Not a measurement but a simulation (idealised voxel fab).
Name of the process module below: voxel gate over fins
It is cross-section cut that appears here, measuring 250 nm in width, its square cells being 5 nm in size.
Cross-sections here: square-cell grids, written as top-down lists of bands, a band being one or more rows of cells.
First you get the band's top height and its bottom height, in nm, and then the materials it's made of, left to right, with each width in nm. If you see a single material with "full width", that one covers the band edge to edge. "blank" is empty space.
The level at which height equals 0 is the one under which the wafer, as it arrives, is entirely one material. No lower edge exists for the bottom band, which continues downward and is notated as in "0 nm and below".
The two numbers in a width such as "30->40" mark its ends across the band: the first belongs to the top row of cells, the second to the bottom row, and from each row to the next the width moves by the same amount.
"nothing different" means the step left every cell of the cross-section as it was.
"Closed void table" specifies each empty space that is not open to the top and that occupies no fewer than 8 cells, using the form width x height at distance, the distance measured from the left edge and all three quantities in nm.
Anything after a step's settings on that line? It's the simulator's own note about the step.
Steps that use a mask can have "overlay nm" on their line. It says how far the mask sat to the right of where it was meant to be. Negative means to the left.
plan
1) RECEIVE,material Si
2) CONFORMAL_DEP,material SiN,thk nm 5
3) MASKED_ETCH,tone cover,mask id FINS,width nm 15,pitch nm 35,etch materials SiN,depth nm 5,overlay nm 0
4) MASKED_ETCH,tone cover,mask id FINS,width nm 15,pitch nm 35,etch materials Si,depth nm 35,overlay nm 0
5) OXIDIZE,depth nm 5
6) FILL_DEP,material SiO2,thk nm 10
7) CMP,height nm 5
8) SELECTIVE_ETCH,etch materials SiO2,depth nm 15
9) STRIP,etch materials SiN
10) CONFORMAL_DEP,material HfO2,thk nm 5
11) CONFORMAL_DEP,material TiN,thk nm 5
12) CONFORMAL_DEP,material TiAl,thk nm 5
13) CONFORMAL_DEP,material TiN,thk nm 5
14) FILL_DEP,material W,thk nm 10
15) CMP,height nm 25
16) CONFORMAL_DEP,material SiN,thk nm 10
Wafer as received: cross-section following step 1
0 nm and below = Si full width
Closed void table: none
What the wafer looks like in cross-section after this module, when it starts as shown above and follows the plan above but one mistake is made in running it
35 nm to 25 nm = SiN full width
25 nm to 20 nm = W full width
20 nm to 15 nm = 85 W; 85 TiN; 80 W
15 nm to 10 nm = 85 W; 5 TiN; 75 TiAl; 5 TiN; 80 W
10 nm to 5 nm = 90 TiN; 5 TiAl; 30 TiN; 5 TiAl; 30 TiN; 5 TiAl; 85 TiN
5 nm to 0 nm = 95 TiAl; 5 TiN; 20 HfO2; 5 TiN; 5 TiAl; 5 TiN; 20 HfO2; 5 TiN; 90 TiAl
0 nm to -5 nm = 100 TiN; 5 HfO2; 10 Si; 5 HfO2; 15 TiN; 5 HfO2; 10 Si; 5 HfO2; 95 TiN
-5 nm to -10 nm = 105 HfO2; 10 Si; 25 HfO2; 10 Si; 100 HfO2
-10 nm to -40 nm = 105 SiO2; 10 Si; 25 SiO2; 10 Si; 100 SiO2
-40 nm and below = Si full width
Closed void table: none
Processing error: in deviation from the planned setting, step 3 was conducted as MASKED_ETCH,tone cover,mask id FINS,width nm 20,pitch nm 35,etch materials SiN,depth nm 5,overlay nm 0
